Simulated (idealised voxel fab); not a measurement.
Presented below is a process module, voxel air gaps.
Xsec cut, 280 nm wide, square cell size 5 nm.
Cross-section layout: square cells on a grid; listed as bands, top to bottom; a band spans one or more cell rows. Top, bottom (nm), then materials left to right with widths (nm); lone material tagged "all across" fills the whole band edge to edge; "blank" = empty space. Height is counted from the level 0, under which the received wafer is composed throughout of one material. The lowest of the bands is not closed at the bottom but continues downward, in the notation "0 -> down". When a width is written as two numbers, as in "30 to 40", the first number is the width in the top row of cells of the band and the second is the width in its bottom row, and the width changes by the same amount from each row to the next. The cross-section has no changed cell in any step marked "all unchanged". In "Closed cavities" the enclosed voids are listed, meaning empty spaces of 8 cells or larger without any opening to the top. The form is width x height at distance, distance from the left edge, units nm. Note: text after step settings on the step line = simulator remark on that step. If you see "overlay nm" on a step's line and that step has a mask, it's telling you how far right of where it was planned the mask ended up; a negative number means it went left instead.

Process steps foreseen in the plan
1) RECEIVE with material Si
2) CONFORMAL_DEP with material SiO2, thk nm 10
3) CONFORMAL_DEP with material SiCN, thk nm 5
4) DIRECTIONAL_DEP with material SiO2, thk nm 35
5) MASKED_ETCH with tone open, mask id LINES, width nm 25, pitch nm 50, etch materials SiO2, depth nm 35, overlay nm -15
6) CONFORMAL_DEP with material TiN, thk nm 5
7) FILL_DEP with material Cu, thk nm 10
8) CMP with height nm 50
9) EPI with material Ru, thk nm 10
10) SELECTIVE_ETCH with etch materials SiO2, depth nm 45
11) CONFORMAL_DEP with material SiCN, thk nm 5
The wafers are alike at the start. At step 5, their overlay nm differs. The plan lists the first wafer's value.

first wafer as received, after step 1
    0 -> down | Si all across
    Closed cavities: none

Take a look at the first of several wafers in cross-section: the module is done, and step 11 was its last step
    65 -> 60 | blank: 20, SiCN: 205, blank: 55
    60 -> 50 | blank: 20, SiCN: 5, Ru: 45, SiCN: 5, Ru: 45, SiCN: 5, Ru: 45, SiCN: 5, Ru: 45, SiCN: 5, blank: 55
    50 -> 45 | blank: 20, SiCN: 15, TiN: 5, Cu: 15, TiN: 5, SiCN: 25, TiN: 5, Cu: 15, TiN: 5, SiCN: 25, TiN: 5, Cu: 15, TiN: 5, SiCN: 25, TiN: 5, Cu: 15, TiN: 5, SiCN: 15, blank: 55
    45 -> 20 | blank: 30, SiCN: 5, TiN: 5, Cu: 15, TiN: 5, SiCN: 5, blank: 15, SiCN: 5, TiN: 5, Cu: 15, TiN: 5, SiCN: 5, blank: 15, SiCN: 5, TiN: 5, Cu: 15, TiN: 5, SiCN: 5, blank: 15, SiCN: 5, TiN: 5, Cu: 15, TiN: 5, SiCN: 5, blank: 65
    20 -> 15 | SiCN: 35, TiN: 25, SiCN: 25, TiN: 25, SiCN: 25, TiN: 25, SiCN: 25, TiN: 25, SiCN: 70
    15 -> 10 | SiCN all across
    10 -> 0 | SiO2 all across
    0 -> down | Si all across
    Closed cavities: 15 x 25 at 65; 15 x 25 at 115; 15 x 25 at 165

Module end, final wafer: cross-section
    65 -> 60 | blank: 50, SiCN: 205, blank: 25
    60 -> 50 | blank: 50, SiCN: 5, Ru: 45, SiCN: 5, Ru: 45, SiCN: 5, Ru: 45, SiCN: 5, Ru: 45, SiCN: 5, blank: 25
    50 -> 45 | blank: 50, SiCN: 15, TiN: 5, Cu: 15, TiN: 5, SiCN: 25, TiN: 5, Cu: 15, TiN: 5, SiCN: 25, TiN: 5, Cu: 15, TiN: 5, SiCN: 25, TiN: 5, Cu: 15, TiN: 5, SiCN: 15, blank: 25
    45 -> 20 | blank: 60, SiCN: 5, TiN: 5, Cu: 15, TiN: 5, SiCN: 5, blank: 15, SiCN: 5, TiN: 5, Cu: 15, TiN: 5, SiCN: 5, blank: 15, SiCN: 5, TiN: 5, Cu: 15, TiN: 5, SiCN: 5, blank: 15, SiCN: 5, TiN: 5, Cu: 15, TiN: 5, SiCN: 5, blank: 35
    20 -> 15 | SiCN: 65, TiN: 25, SiCN: 25, TiN: 25, SiCN: 25, TiN: 25, SiCN: 25, TiN: 25, SiCN: 40
    15 -> 10 | SiCN all across
    10 -> 0 | SiO2 all across
    0 -> down | Si all across
    Closed cavities: 15 x 25 at 95; 15 x 25 at 145; 15 x 25 at 195

Below is a per-wafer table. In it, each row describes the wafer at the end of the module by giving, for each material, the number of cells gained (+) or lost (-) since the wafer was received, and after that the closed voids of the wafer
overlay nm -15 | +72 Cu | +72 Ru | +204 SiCN | +112 SiO2 | +68 TiN | Closed cavities: 15 x 25 at 65; 15 x 25 at 115; 15 x 25 at 165
overlay nm -10 | +72 Cu | +72 Ru | +204 SiCN | +112 SiO2 | +68 TiN | Closed cavities: 15 x 25 at 70; 15 x 25 at 120; 15 x 25 at 170
overlay nm -5 | +72 Cu | +72 Ru | +204 SiCN | +112 SiO2 | +68 TiN | Closed cavities: 15 x 25 at 75; 15 x 25 at 125; 15 x 25 at 175
overlay nm 0 | +72 Cu | +72 Ru | +204 SiCN | +112 SiO2 | +68 TiN | Closed cavities: 15 x 25 at 80; 15 x 25 at 130; 15 x 25 at 180
overlay nm 5 | +72 Cu | +72 Ru | +204 SiCN | +112 SiO2 | +68 TiN | Closed cavities: 15 x 25 at 85; 15 x 25 at 135; 15 x 25 at 185
overlay nm 10 | +72 Cu | +72 Ru | +204 SiCN | +112 SiO2 | +68 TiN | Closed cavities: 15 x 25 at 90; 15 x 25 at 140; 15 x 25 at 190
overlay nm 15 | +72 Cu | +72 Ru | +204 SiCN | +112 SiO2 | +68 TiN | Closed cavities: 15 x 25 at 95; 15 x 25 at 145; 15 x 25 at 195
